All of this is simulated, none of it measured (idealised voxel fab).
voxel transistor to metal: a process module
Xsec cut, 295 nm wide, square cell size 5 nm.
When this document writes out a cross-section, it uses a grid of square cells and lists it as bands, beginning at the top and moving down, with a band standing for one or more rows of cells. Heads up on the band format: heights come first, top then bottom, in nm. After that it's the materials left to right, each with its width in nm. A single material flagged "full width" fills the whole band edge to edge, and "blank" means there's empty space there. Heads up on the height convention: 0 is the point under which the incoming wafer is all one material, and the lowest band has no bottom, it just keeps going down, like "0 down". When a width is written as two numbers, as in "30..40", the first number is the width in the top row of cells of the band and the second is the width in its bottom row, and the width changes by the same amount from each row to the next. The designation "nothing different", where it is given for a processing step, indicates that no cell of the cross-section was altered in the course of that step. For the entry "Entrapped voids", the listed items are empty spaces with no open way to the top whose size is 8 cells or more; each item follows the pattern width x height at distance, where distance is from the left edge and all three are in nm. On each step's line, the part that comes after the settings is the simulator's own comment on the step. overlay nm: how far to the right of its planned place the mask lay on this masked step (negative: to the left).
The steps planned for the process are as follows
| 1 | RECEIVE: material Si |
| 2 | OXIDIZE: depth nm 5 |
| 3 | CONFORMAL_DEP: material SiN, thk nm 10 |
| 4 | MASKED_ETCH: tone cover, mask id ACTIVE, width nm 90, pitch nm 110, etch materials SiN, depth nm 10, overlay nm 0 |
| 5 | MASKED_ETCH: tone cover, mask id ACTIVE, width nm 90, pitch nm 110, etch materials SiO2, depth nm 5, overlay nm 0 |
| 6 | MASKED_ETCH: tone cover, mask id ACTIVE, width nm 90, pitch nm 110, etch materials Si, depth nm 25, overlay nm 0 |
| 7 | FILL_DEP: material SiO2, thk nm 15 |
| 8 | CMP: height nm 10 |
| 9 | SELECTIVE_ETCH: etch materials SiO2, depth nm 10 |
| 10 | STRIP: etch materials SiN |
| 11 | SELECTIVE_ETCH: etch materials SiO2, depth nm 5 |
| 12 | OXIDIZE: depth nm 5 |
| 13 | DIRECTIONAL_DEP: material polySi, thk nm 25 |
| 14 | DIRECTIONAL_DEP: material SiCN, thk nm 10 |
| 15 | MASKED_ETCH: tone cover, mask id GATE, width nm 20, pitch nm 110, etch materials SiCN, depth nm 20, overlay nm 0 |
| 16 | MASKED_ETCH: tone cover, mask id GATE, width nm 20, pitch nm 110, etch materials polySi, depth nm 35, overlay nm 0 |
| 17 | CONFORMAL_DEP: material SiO2, thk nm 5 |
| 18 | DIRECTIONAL_ETCH: etch materials SiO2, depth nm 5 |
| 19 | CONFORMAL_DEP: material SiN, thk nm 10 |
| 20 | DIRECTIONAL_ETCH: etch materials SiN, depth nm 10 |
| 21 | DIRECTIONAL_ETCH: etch materials SiO2, depth nm 5 |
| 22 | DIRECTIONAL_ETCH: etch materials Si, depth nm 5 |
| 23 | EPI: material SiGe, thk nm 10 |
| 24 | FILL_DEP: material SiO2, thk nm 5 |
| 25 | CMP: height nm 30 |
| 26 | DIRECTIONAL_DEP: material SiO2, thk nm 10 |
| 27 | PATTERN: tone open, mask id CONTACT, material resist, width nm 15, thk nm 20, overlay nm 0 |
| 28 | DIRECTIONAL_ETCH: etch materials SiO2, depth nm 35 |
| 29 | STRIP: etch materials resist |
| 30 | CONFORMAL_DEP: material TiN, thk nm 5 |
| 31 | FILL_DEP: material W, thk nm 5 |
| 32 | CMP: height nm 40 |
| 33 | DIRECTIONAL_DEP: material TiN, thk nm 5 |
| 34 | DIRECTIONAL_DEP: material Ru, thk nm 25 |
| 35 | MASKED_ETCH: tone cover, mask id METAL_1, width nm 15, etch materials Ru, depth nm 25, overlay nm 0 |
| 36 | MASKED_ETCH: tone cover, mask id METAL_1, width nm 15, etch materials TiN, depth nm 5, overlay nm 0 |
| 37 | FILL_DEP: material SiO2, thk nm 5 |
| 38 | CMP: height nm 70 |
| 39 | CONFORMAL_DEP: material SiCN, thk nm 5 |
| 40 | DIRECTIONAL_DEP: material SiO2, thk nm 30 |
| 41 | DIRECTIONAL_DEP: material aC, thk nm 10 |
| 42 | PATTERN: tone open, mask id METAL_2, material resist, width nm 15, pitch nm 110, thk nm 25, overlay nm 0 |
| 43 | DIRECTIONAL_ETCH: etch materials aC, depth nm 10 |
| 44 | STRIP: etch materials resist |
| 45 | DIRECTIONAL_ETCH: etch materials SiO2, depth nm 15 |
| 46 | STRIP: etch materials aC |
| 47 | MASKED_ETCH: tone open, mask id METAL_2_HOLES, width nm 15, pitch nm 110, etch materials SiO2, depth nm 15, overlay nm 0 |
| 48 | MASKED_ETCH: tone open, mask id METAL_2_HOLES, width nm 15, pitch nm 110, etch materials SiCN, depth nm 5, overlay nm 0 |
| 49 | CONFORMAL_DEP: material TiN, thk nm 5 |
| 50 | FILL_DEP: material Ru, thk nm 10 |
| 51 | CMP: height nm 105 |
| 52 | CONFORMAL_DEP: material SiN, thk nm 5 |
It is noted that the wafers described herein are identical at the outset and are distinguished by the depth nm of step 28; the value stated in the plan corresponds to the first wafer.
The first of several wafers as received, shown in cross-section; this is its state after step 1
  0 down  Si full width
  Entrapped voids: none
The figure below presents a cross-section of the first of several wafers at the conclusion of the module, following its last step, step 52
  110 to 105  SiN full width
  105 to 75  SiO2 (50), then TiN (5), then Ru (5), then TiN (5), then SiO2 (95), then TiN (5), then Ru (5), then TiN (5), then SiO2 (120)
  75 to 70  SiCN (50), then TiN (15), then SiCN (95), then TiN (15), then SiCN (120)
  70 to 45  SiO2 (50), then Ru (15), then SiO2 (50), then Ru (15), then SiO2 (30), then Ru (15), then SiO2 (50), then Ru (15), then SiO2 (55)
  45 to 40  SiO2 (50), then TiN (15), then SiO2 (50), then TiN (15), then SiO2 (30), then TiN (15), then SiO2 (50), then TiN (15), then SiO2 (55)
  40 to 30  SiO2 (50), then TiN (5), then W (5), then TiN (5), then SiO2 (50), then TiN (5), then W (5), then TiN (5), then SiO2 (30), then TiN (5), then W (5), then TiN (5), then SiO2 (50), then TiN (5), then W (5), then TiN (5), then SiO2 (55)
  30 to 20  SiO2 (50), then TiN (5), then W (5), then TiN (5), then SiN (10), then SiO2 (5), then SiCN (20), then SiO2 (5), then SiN (10), then TiN (5), then W (5), then TiN (5), then SiO2 (30), then TiN (5), then W (5), then TiN (5), then SiN (10), then SiO2 (5), then SiCN (20), then SiO2 (5), then SiN (10), then TiN (5), then W (5), then TiN (5), then SiO2 (55)
  20 to 10  SiO2 (50), then TiN (5), then W (5), then TiN (5), then SiN (10), then SiO2 (5), then polySi (20), then SiO2 (5), then SiN (10), then TiN (5), then W (5), then TiN (5), then SiO2 (30), then TiN (5), then W (5), then TiN (5), then SiN (10), then SiO2 (5), then polySi (20), then SiO2 (5), then SiN (10), then TiN (5), then W (5), then TiN (5), then SiO2 (55)
  10 to 5  SiO2 (50), then TiN (15), then SiN (10), then SiO2 (5), then polySi (20), then SiO2 (5), then SiN (10), then TiN (15), then SiO2 (30), then TiN (15), then SiN (10), then SiO2 (5), then polySi (20), then SiO2 (5), then SiN (10), then TiN (15), then SiO2 (55)
  5 to 0  SiO2 (65), then SiN (10), then SiO2 (5), then polySi (20), then SiO2 (5), then SiN (10), then SiO2 (60), then SiN (10), then SiO2 (5), then polySi (20), then SiO2 (5), then SiN (10), then SiO2 (70)
  0 to -5  SiO2 (55), then SiGe (10), then SiN (10), then SiO2 (5), then polySi (20), then SiO2 (5), then SiN (10), then SiGe (10), then SiO2 (40), then SiGe (10), then SiN (10), then SiO2 (5), then polySi (20), then SiO2 (5), then SiN (10), then SiGe (10), then SiO2 (60)
  -5 to -10  SiO2 (40), then SiGe (25), then SiO2 (50), then SiGe (25), then SiO2 (10), then SiGe (25), then SiO2 (50), then SiGe (25), then SiO2 (45)
  -10 to -15  SiO2 (45), then SiGe (20), then Si (50), then SiGe (20), then SiO2 (20), then SiGe (20), then Si (50), then SiGe (20), then SiO2 (50)
  -15 to -30  SiO2 (45), then Si (90), then SiO2 (20), then Si (90), then SiO2 (50)
  -30 down  Si full width
  Entrapped voids: none
The module's end: a cross-section of the last wafer
  110 to 105  SiN full width
  105 to 75  SiO2 (50), then TiN (5), then Ru (5), then TiN (5), then SiO2 (95), then TiN (5), then Ru (5), then TiN (5), then SiO2 (120)
  75 to 70  SiCN (50), then TiN (15), then SiCN (95), then TiN (15), then SiCN (120)
  70 to 45  SiO2 (50), then Ru (15), then SiO2 (50), then Ru (15), then SiO2 (30), then Ru (15), then SiO2 (50), then Ru (15), then SiO2 (55)
  45 to 40  SiO2 (50), then TiN (15), then SiO2 (50), then TiN (15), then SiO2 (30), then TiN (15), then SiO2 (50), then TiN (15), then SiO2 (55)
  40 to 30  SiO2 (50), then TiN (5), then W (5), then TiN (5), then SiO2 (50), then TiN (5), then W (5), then TiN (5), then SiO2 (30), then TiN (5), then W (5), then TiN (5), then SiO2 (50), then TiN (5), then W (5), then TiN (5), then SiO2 (55)
  30 to 20  SiO2 (50), then TiN (5), then W (5), then TiN (5), then SiN (10), then SiO2 (5), then SiCN (20), then SiO2 (5), then SiN (10), then TiN (5), then W (5), then TiN (5), then SiO2 (30), then TiN (5), then W (5), then TiN (5), then SiN (10), then SiO2 (5), then SiCN (20), then SiO2 (5), then SiN (10), then TiN (5), then W (5), then TiN (5), then SiO2 (55)
  20 to 5  SiO2 (50), then TiN (5), then W (5), then TiN (5), then SiN (10), then SiO2 (5), then polySi (20), then SiO2 (5), then SiN (10), then TiN (5), then W (5), then TiN (5), then SiO2 (30), then TiN (5), then W (5), then TiN (5), then SiN (10), then SiO2 (5), then polySi (20), then SiO2 (5), then SiN (10), then TiN (5), then W (5), then TiN (5), then SiO2 (55)
  5 to 0  SiO2 (50), then TiN (15), then SiN (10), then SiO2 (5), then polySi (20), then SiO2 (5), then SiN (10), then TiN (15), then SiO2 (30), then TiN (15), then SiN (10), then SiO2 (5), then polySi (20), then SiO2 (5), then SiN (10), then TiN (15), then SiO2 (55)
  0 to -5  SiO2 (50), then TiN (5), then SiGe (10), then SiN (10), then SiO2 (5), then polySi (20), then SiO2 (5), then SiN (10), then SiGe (10), then TiN (5), then SiO2 (30), then TiN (5), then SiGe (10), then SiN (10), then SiO2 (5), then polySi (20), then SiO2 (5), then SiN (10), then SiGe (10), then TiN (5), then SiO2 (55)
  -5 to -10  SiO2 (40), then SiGe (25), then SiO2 (50), then SiGe (25), then SiO2 (10), then SiGe (25), then SiO2 (50), then SiGe (25), then SiO2 (45)
  -10 to -15  SiO2 (45), then SiGe (20), then Si (50), then SiGe (20), then SiO2 (20), then SiGe (20), then Si (50), then SiGe (20), then SiO2 (50)
  -15 to -30  SiO2 (45), then Si (90), then SiO2 (20), then Si (90), then SiO2 (50)
  -30 down  Si full width
  Entrapped voids: none
Tabulated below, wafer by wafer, are the end-of-module results: for each material, the number of cells gained (+) or lost (-) relative to the as-received state, followed by the closed voids
depth nm 35; +72 Ru; -226 Si; +69 SiCN; +44 SiGe; +115 SiN; +1058 SiO2; +102 TiN; +24 W; +40 polySi; Entrapped voids: none
depth nm 40; +72 Ru; -226 Si; +69 SiCN; +44 SiGe; +115 SiN; +1046 SiO2; +110 TiN; +28 W; +40 polySi; Entrapped voids: none
depth nm 45; +72 Ru; -226 Si; +69 SiCN; +44 SiGe; +115 SiN; +1042 SiO2; +114 TiN; +28 W; +40 polySi; Entrapped voids: none
depth nm 50; +72 Ru; -226 Si; +69 SiCN; +44 SiGe; +115 SiN; +1042 SiO2; +114 TiN; +28 W; +40 polySi; Entrapped voids: none
depth nm 55; +72 Ru; -226 Si; +69 SiCN; +44 SiGe; +115 SiN; +1042 SiO2; +114 TiN; +28 W; +40 polySi; Entrapped voids: none
depth nm 60; +72 Ru; -226 Si; +69 SiCN; +44 SiGe; +115 SiN; +1042 SiO2; +114 TiN; +28 W; +40 polySi; Entrapped voids: none
